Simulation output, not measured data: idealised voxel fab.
process module | voxel released beams
cross-section cut | 250 nm wide | cells 5 nm
A cross-section is a grid of square cells, given in bands from the top down. A band is one or more rows of cells.
Each band's line starts with the height of the band's top and of its bottom, in nm. Then come its materials from left to right, each with its width in nm. One material with "throughout" fills the band from edge to edge. "air" is empty space.
Height 0 is the level under which the wafer as received is all one material. The lowest band goes on downwards, as in "0 down".
A width such as "30 to 40" changes by the same amount from each row of cells to the next, from the band's top row to its bottom row.
"no change" after a step means that no cell of the cross-section changed.
closed voids: empty space of 8 cells or more with no open way to the top, each as width x height at its distance from the left edge, in nm
after a step's settings: what the simulator itself notes on the step
overlay nm, on a step with a mask: how far to the right of its planned place the mask lay; to the left if negative
plan
1 op RECEIVE | material Si
2 op CONFORMAL_DEP | material SiN | thk nm 10
3 op DIRECTIONAL_DEP | material SiO2 | thk nm 15
4 op MASKED_ETCH | tone open | mask id ANCHOR | width nm 35 | etch materials SiO2 | depth nm 15 | overlay nm 0
5 op CONFORMAL_DEP | material W | thk nm 15
6 op PATTERN | tone cover | mask id BEAM | material resist | width nm 110 | thk nm 15 | overlay nm 0
7 op DIRECTIONAL_ETCH | etch materials W | depth nm 15
8 op STRIP | etch materials resist
9 op STRIP | etch materials SiO2
as received, after step 1
  0 down: Si throughout
  closed voids: none
a wafer at the end: this start, this plan, one mistake
  40 to 25: air 65 | W 55 | air 130
  25 to 10: air 55 | W 15 | SiO2 35 | W 70 | air 75
  10 to 0: SiN throughout
  0 down: Si throughout
  closed voids: none
what went wrong: step 4 ran as: op MASKED_ETCH | tone cover | mask id ANCHOR | width nm 35 | etch materials SiO2 | depth nm 15 | overlay nm 0
